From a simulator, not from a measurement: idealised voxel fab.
Proc. module: voxel spacer lines
In the cross-section labelled cut, the width is 295 nm and each square cell is 5 nm.
Just so we're on the same page, the cross-sections are grids of square cells, and they're listed out in bands top to bottom, each band one or more rows deep.
Band: top height; bottom height; in nm. Then, left to right: material with width in nm, for each material. "all across": a single material spanning edge to edge. "air": empty space.
The reference from which all heights are counted is 0, the level beneath which the as-received wafer is entirely one material; the lowest band, having no lower bound, proceeds downward and is written after the example "0..down".
The width entry "30->40" should be interpreted row by row: the top row of cells in the band takes the first number, the bottom row takes the second number, and the change between adjacent rows is uniform throughout.
The cross-section has no changed cell in any step marked "nothing got changed".
"Sealed voids" - sealed voids, min. 8 cells, no opening to top; format: width x height at distance (distance from left edge; nm throughout).
Read whatever lies past the settings on a step's line as the simulator's own remark about the step.
If you see "overlay nm" on a step's line and that step has a mask, it's telling you how far right of where it was planned the mask ended up; a negative number means it went left instead.

# Set out below are the planned steps of the process
step 1: RECEIVE: material Si
step 2: CONFORMAL_DEP: material Al2O3, thk nm 5
step 3: DIRECTIONAL_DEP: material W, thk nm 15
step 4: DIRECTIONAL_DEP: material aC, thk nm 20
step 5: PATTERN: tone cover, mask id MANDREL, material resist, width nm 20, pitch nm 60, thk nm 25, overlay nm 0
step 6: DIRECTIONAL_ETCH: etch materials aC, depth nm 20
step 7: STRIP: etch materials resist
step 8: CONFORMAL_DEP: material SiN, thk nm 10
step 9: DIRECTIONAL_ETCH: etch materials SiN, depth nm 10
step 10: STRIP: etch materials aC
step 11: DIRECTIONAL_ETCH: etch materials W, depth nm 15
step 12: STRIP: etch materials SiN
step 13: FILL_DEP: material lowk, thk nm 5
step 14: CMP: height nm 20

# Cross-section of the wafer at receipt, which is the condition after step 1
	0..down  Si all across
	Sealed voids: none

# First of two wafers: cross-section at end of module, run per plan
	20..5  65 of lowk; 10 of W; 20 of lowk; 10 of W; 20 of lowk; 10 of W; 20 of lowk; 10 of W; 20 of lowk; 10 of W; 20 of lowk; 10 of W; 70 of lowk
	5..0  Al2O3 all across
	0..down  Si all across
	Sealed voids: none

# Cross-sectional view of the second of two wafers upon completion of the module. This wafer shared its starting condition and process plan with the first; one error was made during its execution
	20..15  lowk all across
	15..0  65 of lowk; 10 of W; 20 of lowk; 10 of W; 20 of lowk; 10 of W; 20 of lowk; 10 of W; 20 of lowk; 10 of W; 20 of lowk; 10 of W; 70 of lowk
	0..down  Si all across
	Sealed voids: none
Want to know what went wrong? heads up, step 2 of the plan was skipped and never actually ran
Counted in cells at the end, the second wafer holds more or fewer of these materials than the first: Al2O3 -59 | lowk +59
